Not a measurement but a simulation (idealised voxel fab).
process module | voxel wiring stack
cross-section cut | 180 nm wide | cells 5 nm
A cross-section is a grid of square cells, given in bands from the top down. A band is one or more rows of cells.
Each band's line starts with the height of the band's top and of its bottom, in nm. Then come its materials from left to right, each with its width in nm. One material with "throughout" fills the band from edge to edge. "air" is empty space.
Height 0 is the level under which the wafer as received is all one material. The lowest band goes on downwards, as in "0 down".
A width such as "30 to 40" changes by the same amount from each row of cells to the next, from the band's top row to its bottom row.
"no change" after a step means that no cell of the cross-section changed.
closed voids: empty space of 8 cells or more with no open way to the top, each as width x height at its distance from the left edge, in nm
after a step's settings: what the simulator itself notes on the step
overlay nm, on a step with a mask: how far to the right of its planned place the mask lay; to the left if negative
plan
1 op RECEIVE | material Si
2 op CONFORMAL_DEP | material SiO2 | thk nm 10
3 op CONFORMAL_DEP | material SiN | thk nm 5
4 op DIRECTIONAL_DEP | material SiO2 | thk nm 25
5 op MASKED_ETCH | tone open | mask id METAL_1 | width nm 30 | pitch nm 55 | etch materials SiO2 | depth nm 25 | overlay nm 0
6 op MASKED_ETCH | tone open | mask id METAL_1 | width nm 30 | pitch nm 55 | etch materials SiN | depth nm 5 | overlay nm 0
7 op CONFORMAL_DEP | material TiN | thk nm 5
8 op FILL_DEP | material Cu | thk nm 5
9 op CMP | height nm 40
10 op CONFORMAL_DEP | material SiCN | thk nm 5
11 op DIRECTIONAL_DEP | material lowk | thk nm 15
12 op DIRECTIONAL_DEP | material aC | thk nm 15
13 op PATTERN | tone open | mask id PLUG_1 | material resist | width nm 15 | thk nm 35 | overlay nm 0
14 op DIRECTIONAL_ETCH | etch materials aC | depth nm 15
15 op STRIP | etch materials resist
16 op DIRECTIONAL_ETCH | etch materials lowk | depth nm 15
17 op DIRECTIONAL_ETCH | etch materials SiCN | depth nm 5
18 op STRIP | etch materials aC
19 op EPI | material Ru | thk nm 10
20 op EPI | material Ru | thk nm 10
21 op CONFORMAL_DEP | material SiCN | thk nm 5
22 op DIRECTIONAL_DEP | material SiO2 | thk nm 15
23 op DIRECTIONAL_DEP | material aC | thk nm 15
24 op PATTERN | tone open | mask id METAL_2 | material resist | width nm 30 | pitch nm 55 | thk nm 35 | overlay nm 0
25 op DIRECTIONAL_ETCH | etch materials aC | depth nm 15
26 op STRIP | etch materials resist
27 op DIRECTIONAL_ETCH | etch materials SiO2 | depth nm 15
28 op DIRECTIONAL_ETCH | etch materials SiCN | depth nm 5
29 op STRIP | etch materials aC
30 op CONFORMAL_DEP | material TiN | thk nm 5
31 op FILL_DEP | material W | thk nm 10
32 op CMP | height nm 80
33 op CONFORMAL_DEP | material SiCN | thk nm 5
34 op DIRECTIONAL_DEP | material SiO2 | thk nm 15
35 op DIRECTIONAL_DEP | material aC | thk nm 15
36 op PATTERN | tone open | mask id PLUG_2 | material resist | width nm 15 | pitch nm 55 | thk nm 30 | overlay nm 0
37 op DIRECTIONAL_ETCH | etch materials aC | depth nm 15
38 op STRIP | etch materials resist
39 op DIRECTIONAL_ETCH | etch materials SiO2 | depth nm 15
40 op DIRECTIONAL_ETCH | etch materials SiCN | depth nm 5
41 op STRIP | etch materials aC
42 op CONFORMAL_DEP | material TiN | thk nm 5
43 op FILL_DEP | material Ru | thk nm 5
44 op CMP | height nm 100
45 op DIRECTIONAL_DEP | material TiN | thk nm 5
46 op DIRECTIONAL_DEP | material Ru | thk nm 25
47 op MASKED_ETCH | tone cover | mask id METAL_3 | width nm 30 | pitch nm 55 | etch materials Ru | depth nm 25 | overlay nm 0
48 op MASKED_ETCH | tone cover | mask id METAL_3 | width nm 30 | pitch nm 55 | etch materials TiN | depth nm 5 | overlay nm 0
49 op CONFORMAL_DEP | material SiCN | thk nm 5
50 op FILL_DEP | material SiO2 | thk nm 5
51 op CMP | height nm 130
52 op CONFORMAL_DEP | material SiCN | thk nm 5
53 op DIRECTIONAL_DEP | material lowk | thk nm 25
54 op PATTERN | tone open | mask id METAL_4_HOLES | material resist | width nm 15 | pitch nm 55 | thk nm 15 | overlay nm 0
55 op DIRECTIONAL_ETCH | etch materials lowk | depth nm 25
56 op STRIP | etch materials resist
57 op MASKED_ETCH | tone open | mask id METAL_4 | width nm 30 | pitch nm 55 | etch materials lowk | depth nm 15 | overlay nm 0
58 op MASKED_ETCH | tone open | mask id METAL_4 | width nm 30 | pitch nm 55 | etch materials SiCN | depth nm 5 | overlay nm 0
59 op CONFORMAL_DEP | material TiN | thk nm 5
60 op FILL_DEP | material Cu | thk nm 10
61 op CMP | height nm 160
62 op CONFORMAL_DEP | material SiCN | thk nm 5
as received, after step 1
  0 down: Si throughout
  closed voids: none
a wafer at the end: this start, this plan, one mistake
  165 to 160: SiCN throughout
  160 to 150: lowk 45 | TiN 5 | Cu 20 | TiN 5 | lowk 25 | TiN 5 | Cu 20 | TiN 5 | lowk 50
  150 to 145: lowk 45 | TiN 5 | Cu 5 | TiN 20 | lowk 25 | TiN 5 | Cu 5 | TiN 20 | lowk 50
  145 to 135: lowk 45 | TiN 5 | Cu 5 | TiN 5 | lowk 40 | TiN 5 | Cu 5 | TiN 5 | lowk 65
  135 to 130: SiCN 45 | TiN 15 | SiCN 40 | TiN 15 | SiCN 65
  130 to 105: SiO2 40 | SiCN 5 | Ru 30 | SiCN 5 | SiO2 15 | SiCN 5 | Ru 30 | SiCN 5 | SiO2 45
  105 to 100: SiCN 45 | TiN 30 | SiCN 25 | TiN 30 | SiCN 50
  100 to 85: SiO2 45 | TiN 5 | Ru 5 | TiN 5 | SiO2 40 | TiN 5 | Ru 5 | TiN 5 | SiO2 65
  85 to 80: SiCN 45 | TiN 15 | SiCN 40 | TiN 15 | SiCN 65
  80 to 65: SiO2 45 | TiN 5 | W 20 | TiN 5 | SiO2 25 | TiN 5 | W 20 | TiN 5 | SiO2 50
  65 to 60: SiCN 45 | TiN 30 | SiCN 25 | TiN 30 | SiCN 50
  60 to 45: lowk 45 | Ru 15 | lowk 120
  45 to 40: SiCN 45 | Ru 15 | SiCN 120
  40 to 20: SiO2 45 | TiN 5 | Cu 20 | TiN 5 | SiO2 25 | TiN 5 | Cu 20 | TiN 5 | SiO2 50
  20 to 15: SiO2 45 | TiN 5 | Cu 15 | TiN 10 | SiO2 25 | TiN 5 | Cu 15 | TiN 10 | SiO2 50
  15 to 10: SiN 45 | TiN 25 | SiN 30 | TiN 25 | SiN 55
  10 to 0: SiO2 throughout
  0 down: Si throughout
  closed voids: none
what went wrong: step 6 ran as: op MASKED_ETCH | tone open | mask id METAL_1 | width nm 30 | pitch nm 55 | etch materials SiN | depth nm 5 | overlay nm -5
